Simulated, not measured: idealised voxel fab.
You're looking at the process module voxel ribs on slabs.
Each square cell in cross-section cut measures 5 nm, and the section as a whole is 270 nm wide.
In this document a cross-section is written as a grid of square cells. It is given as a series of bands, listed from the top down, and a band is one or more rows of cells. Band entry format. Leading values: height of top, height of bottom, nm. Remainder: materials in left-to-right order, each with its width in nm. Special words: "throughout" on a single material, which then fills the band edge to edge; "air", empty space. We count height from 0. Below that, the starting wafer is all one material. The lowest band never ends at the bottom but goes on down; see "0 -> down" for how that is written. The width entry "30..40" should be interpreted row by row: the top row of cells in the band takes the first number, the bottom row takes the second number, and the change between adjacent rows is uniform throughout. No cell of the cross-section changed in a step that is given as "nothing was modified". The list in "Unvented voids" covers empty spaces of 8 cells or more that cannot reach the top through any open way, and it gives each as width x height at distance; the distance is from the left edge, and width, height and distance are in nm. If you see something after the settings on a step's line, that's the simulator's own remark about that step. overlay nm: how far to the right of its planned place the mask lay on this masked step (negative: to the left).
This section lists the process steps that were planned:
1,RECEIVE (material Si)
2,DIRECTIONAL_DEP (material SiO2; thk nm 30)
3,DIRECTIONAL_DEP (material SiN; thk nm 20)
4,PATTERN (tone cover; mask id RIB; material resist; width nm 25; thk nm 20; overlay nm 0)
5,DIRECTIONAL_ETCH (etch materials SiN; depth nm 15)
6,STRIP (etch materials resist)
7,PATTERN (tone cover; mask id SLAB; material resist; width nm 55; thk nm 20; overlay nm 0)
8,DIRECTIONAL_ETCH (etch materials SiN; depth nm 5)
9,STRIP (etch materials resist)
10,FILL_DEP (material SiO2; thk nm 15)
11,CMP (height nm 60)
12,DIRECTIONAL_DEP (material W; thk nm 10)
13,MASKED_ETCH (tone cover; mask id HEATER; width nm 35; etch materials W; depth nm 10; overlay nm 0)
14,CONFORMAL_DEP (material SiN; thk nm 5)
as received, after step 1:
  0 -> down: Si throughout
  Unvented voids: none
Cross-sectional view of the first of the two wafers upon completion of the module, processed in accordance with the plan:
  75 -> 70: 110 air; 45 SiN; 115 air
  70 -> 65: 110 air; 5 SiN; 35 W; 5 SiN; 115 air
  65 -> 60: 115 SiN; 35 W; 120 SiN
  60 -> 50: SiO2 throughout
  50 -> 35: 120 SiO2; 25 SiN; 125 SiO2
  35 -> 30: 105 SiO2; 55 SiN; 110 SiO2
  30 -> 0: SiO2 throughout
  0 -> down: Si throughout
  Unvented voids: none
Cross-section of the latter of the two wafers at module completion. It had an identical start and an identical plan to the former; in running it, one mistake was made:
  75 -> 70: 110 air; 45 SiN; 115 air
  70 -> 65: 110 air; 5 SiN; 35 W; 5 SiN; 115 air
  65 -> 60: 115 SiN; 35 W; 120 SiN
  60 -> 50: 120..105 SiO2; 25..55 SiN; 125..110 SiO2
  50 -> 30: SiN throughout
  30 -> 0: SiO2 throughout
  0 -> down: Si throughout
  Unvented voids: none
Against the plan, the run slipped here: step 3 was run twice
The second wafer ends with more or fewer cells of some materials than the first, per final count: SiN +206; SiO2 -206
